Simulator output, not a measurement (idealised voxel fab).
voxel plated lines: a process module
It is cross-section cut that appears here, measuring 145 nm in width, its square cells being 5 nm in size.
A cross-section is a grid of square cells, given in bands from the top down. A band is one or more rows of cells. First you get the band's top height and its bottom height, in nm, and then the materials it's made of, left to right, with each width in nm. If you see a single material with "everywhere", that one covers the band edge to edge. "blank" is empty space. Convention: height 0 is the level below which the wafer, as received, is all one material. The lowest band does not terminate at the bottom but continues downward, represented as "0..down". A width given as "30->40" starts at the first number in the band's top row and ends at the second number in its bottom row, shifting by an equal amount at every step from row to row. Step marked "changes: none"? Then no cell in the cross-section changed in it. "Closed void inventory" enumerates empty spaces isolated from the top, with no open way to it, that contain at least 8 cells, giving each as width x height at distance from the left edge, all three in nm. Where a step's line continues beyond its settings, the continuation is a remark by the simulator itself on that step. overlay nm: mask offset rightward from planned place, masked step; negative means leftward offset.

LISTED BELOW ARE THE PROCESS STEPS AS PLANNED
1 RECEIVE,material Si
2 CONFORMAL_DEP,material Al2O3,thk nm 10
3 DIRECTIONAL_DEP,material TiN,thk nm 5
4 PATTERN,tone open,mask id LINES,material resist,width nm 30,pitch nm 45,thk nm 20,overlay nm 0
5 EPI,material Ru,thk nm 5
6 STRIP,etch materials resist
7 DIRECTIONAL_ETCH,etch materials TiN,depth nm 5
8 CONFORMAL_DEP,material SiO2,thk nm 5

THE FIRST OF THE TWO WAFERS, WHICH RAN AS PLANNED

SO THIS IS THE INCOMING WAFER IN CROSS-SECTION - IT'S ALREADY BEEN THROUGH STEP 1
* 0..down | Si everywhere
* Closed void inventory: none

THE FOLLOWING CROSS-SECTION DEPICTS THE WAFER UPON COMPLETION OF STEP 2
* 10..0 | Al2O3 everywhere
* Unchanged below 0.

THE FOLLOWING CROSS-SECTION DEPICTS THE WAFER UPON COMPLETION OF STEP 3
* 15..10 | TiN everywhere
* Unchanged below 10.

THE FOLLOWING CROSS-SECTION DEPICTS THE WAFER UPON COMPLETION OF STEP 4
* 35..15 | 35 of resist, 30 of blank, 15 of resist, 30 of blank, 35 of resist
* Unchanged below 15.

THE FOLLOWING CROSS-SECTION DEPICTS THE WAFER UPON COMPLETION OF STEP 5
* 35..20 | 35 of resist, 30 of blank, 15 of resist, 30 of blank, 35 of resist
* 20..15 | 35 of resist, 30 of Ru, 15 of resist, 30 of Ru, 35 of resist
* Unchanged below 15.

THE FOLLOWING CROSS-SECTION DEPICTS THE WAFER UPON COMPLETION OF STEP 6
* 20..15 | 35 of blank, 30 of Ru, 15 of blank, 30 of Ru, 35 of blank
* Unchanged below 15.

THE FOLLOWING CROSS-SECTION DEPICTS THE WAFER UPON COMPLETION OF STEP 7
* 20..15 | 35 of blank, 30 of Ru, 15 of blank, 30 of Ru, 35 of blank
* 15..10 | 35 of blank, 30 of TiN, 15 of blank, 30 of TiN, 35 of blank
* Unchanged below 10.

THE FOLLOWING CROSS-SECTION DEPICTS THE WAFER UPON COMPLETION OF STEP 8
* 25..20 | 30 of blank, 40 of SiO2, 5 of blank, 40 of SiO2, 30 of blank
* 20..15 | 30 of blank, 5 of SiO2, 30 of Ru, 5 of SiO2, 5 of blank, 5 of SiO2, 30 of Ru, 5 of SiO2, 30 of blank
* 15..10 | 35 of SiO2, 30 of TiN, 15 of SiO2, 30 of TiN, 35 of SiO2
* Unchanged below 10.

SECOND WAFER. START AND PLAN AS FOR THE FIRST. ONE MISTAKE MADE IN RUNNING. AGREES WITH THE FIRST UP TO AND INCLUDING STEP 7

SECOND WAFER SHOWN IN CROSS-SECTION AT THE TIME STEP 8 WAS SLATED TO END
* 25..20 | 30 of blank, 40 of TiN, 5 of blank, 40 of TiN, 30 of blank
* 20..15 | 30 of blank, 5 of TiN, 30 of Ru, 5 of TiN, 5 of blank, 5 of TiN, 30 of Ru, 5 of TiN, 30 of blank
* 15..10 | TiN everywhere
* Unchanged below 10.
Misprocessing identified: off-plan run, step 8, actual operation and settings CONFORMAL_DEP,material TiN,thk nm 5
End of process, cell counts, second wafer against first, materials with more or fewer: SiO2: 37 fewer; TiN: 37 more
